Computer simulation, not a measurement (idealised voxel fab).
Process module heading - voxel capacitor over wiring
This is section cut - it's 150 nm across, gridded in 5 nm square cells.
How to read a cross-section here: the picture is a grid of square cells, written as bands going from the top down, and any band can span one or more rows of cells. Look at the band entry: it leads with the top's height and the bottom's height in nm. Then it lists the materials left to right, with a width in nm for each. The word "edge to edge" on a single material says that material fills the band edge to edge. The word "blank" is empty space. Ref level 0: as-received wafer is one material below here. Bottom band extends down with no lower bound ("0 nm and below"). The expression "30->40" gives the width at the extremes of the band, the first number at its top row of cells and the second at its bottom row, with the width changing by equal amounts from each row to the next in between. Step marked "changes: none"? Then no cell in the cross-section changed in it. So "Sealed-off cavities" is basically the list of trapped voids: any empty space of 8 cells or more that can't reach the top through an opening. They're written width x height at distance, the distance being from the left edge, and it's all nm. Post-settings text on a step line: simulator's own remark regarding the step. overlay nm: mask offset rightward from planned place, masked step; negative means leftward offset.

[These are the steps we planned for the process]
1. op RECEIVE | material Si
2. op CONFORMAL_DEP | material SiO2 | thk nm 15
3. op CONFORMAL_DEP | material SiCN | thk nm 5
4. op DIRECTIONAL_DEP | material lowk | thk nm 20
5. op DIRECTIONAL_DEP | material aC | thk nm 15
6. op PATTERN | tone open | mask id METAL_1 | material resist | width nm 20 | pitch nm 90 | thk nm 35 | overlay nm 0
7. op DIRECTIONAL_ETCH | etch materials aC | depth nm 15
8. op STRIP | etch materials resist
9. op DIRECTIONAL_ETCH | etch materials lowk | depth nm 20
10. op DIRECTIONAL_ETCH | etch materials SiCN | depth nm 5
11. op STRIP | etch materials aC
12. op CONFORMAL_DEP | material TiN | thk nm 5
13. op FILL_DEP | material Cu | thk nm 10
14. op CMP | height nm 40
15. op CONFORMAL_DEP | material SiCN | thk nm 5
16. op DIRECTIONAL_DEP | material SiO2 | thk nm 10
17. op DIRECTIONAL_DEP | material aC | thk nm 10
18. op PATTERN | tone open | mask id PLUG_1 | material resist | width nm 15 | thk nm 25 | overlay nm 0
19. op DIRECTIONAL_ETCH | etch materials aC | depth nm 10
20. op STRIP | etch materials resist
21. op DIRECTIONAL_ETCH | etch materials SiO2 | depth nm 10
22. op DIRECTIONAL_ETCH | etch materials SiCN | depth nm 5
23. op STRIP | etch materials aC
24. op EPI | material Ru | thk nm 10
25. op EPI | material Ru | thk nm 5
26. op DIRECTIONAL_DEP | material TiN | thk nm 10
27. op DIRECTIONAL_DEP | material SiN | thk nm 5
28. op DIRECTIONAL_DEP | material TiN | thk nm 10
29. op MASKED_ETCH | tone cover | mask id UPPER_PLATE | width nm 75 | etch materials TiN | depth nm 10 | overlay nm 0
30. op MASKED_ETCH | tone cover | mask id UPPER_PLATE | width nm 75 | etch materials SiN | depth nm 5 | overlay nm 0
31. op MASKED_ETCH | tone cover | mask id LOWER_PLATE | width nm 85 | etch materials TiN | depth nm 10 | overlay nm 0
32. op FILL_DEP | material SiO2 | thk nm 15
33. op CMP | height nm 90
34. op MASKED_ETCH | tone open | mask id PLUG_2 | width nm 15 | etch materials SiO2 | depth nm 10 | overlay nm 0
35. op CONFORMAL_DEP | material TiN | thk nm 5
36. op FILL_DEP | material Cu | thk nm 10
37. op CMP | height nm 90
38. op CONFORMAL_DEP | material SiCN | thk nm 5
The width nm used in step 18 is not the same on every wafer, whereas the starting condition is; the value printed in the plan is the first wafer's.

[Cut through the first of several wafers as received, post step 1]
	0 nm and below | Si edge to edge
	Sealed-off cavities: none

[End of module: cross-section of the first of several wafers after step 38, the last step]
	95 nm to 90 nm | SiCN edge to edge
	90 nm to 85 nm | SiO2: 35 / TiN: 5 / Cu: 5 / TiN: 5 / SiO2: 100
	85 nm to 80 nm | SiO2: 35 / TiN: 15 / SiO2: 100
	80 nm to 70 nm | SiO2: 25 / TiN: 75 / SiO2: 50
	70 nm to 65 nm | SiO2: 25 / SiN: 75 / SiO2: 50
	65 nm to 55 nm | SiO2: 20 / TiN: 85 / SiO2: 45
	55 nm to 45 nm | SiO2: 25 / Ru: 15 / SiO2: 110
	45 nm to 40 nm | SiCN: 25 / Ru: 15 / SiCN: 110
	40 nm to 20 nm | lowk: 20 / TiN: 5 / Cu: 10 / TiN: 5 / lowk: 70 / TiN: 5 / Cu: 10 / TiN: 5 / lowk: 20
	20 nm to 15 nm | SiCN: 20 / TiN: 20 / SiCN: 70 / TiN: 20 / SiCN: 20
	15 nm to 0 nm | SiO2 edge to edge
	0 nm and below | Si edge to edge
	Sealed-off cavities: none

[Cross-sectional depiction of the last of several wafers upon completion of the module]
	95 nm to 90 nm | SiCN edge to edge
	90 nm to 85 nm | SiO2: 35 / TiN: 5 / Cu: 5 / TiN: 5 / SiO2: 100
	85 nm to 80 nm | SiO2: 35 / TiN: 15 / SiO2: 100
	80 nm to 70 nm | SiO2: 25 / TiN: 75 / SiO2: 50
	70 nm to 65 nm | SiO2: 25 / SiN: 75 / SiO2: 50
	65 nm to 55 nm | SiO2: 20 / TiN: 85 / SiO2: 45
	55 nm to 45 nm | SiO2: 20 / Ru: 30 / SiO2: 100
	45 nm to 40 nm | SiCN: 20 / Ru: 30 / SiCN: 100
	40 nm to 20 nm | lowk: 20 / TiN: 5 / Cu: 10 / TiN: 5 / lowk: 70 / TiN: 5 / Cu: 10 / TiN: 5 / lowk: 20
	20 nm to 15 nm | SiCN: 20 / TiN: 20 / SiCN: 70 / TiN: 20 / SiCN: 20
	15 nm to 0 nm | SiO2 edge to edge
	0 nm and below | Si edge to edge
	Sealed-off cavities: none

[Below: a row per wafer. Contents at end of module: for every material, cells gained since receipt (+) or lost since receipt (-); then closed voids]
width nm 15 | +17 Cu | +9 Ru | +79 SiCN | +15 SiN | +269 SiO2 | +93 TiN | +88 lowk | Sealed-off cavities: none
width nm 20 | +17 Cu | +12 Ru | +78 SiCN | +15 SiN | +267 SiO2 | +93 TiN | +88 lowk | Sealed-off cavities: none
width nm 25 | +17 Cu | +15 Ru | +77 SiCN | +15 SiN | +265 SiO2 | +93 TiN | +88 lowk | Sealed-off cavities: none
width nm 30 | +17 Cu | +18 Ru | +76 SiCN | +15 SiN | +263 SiO2 | +93 TiN | +88 lowk | Sealed-off cavities: none
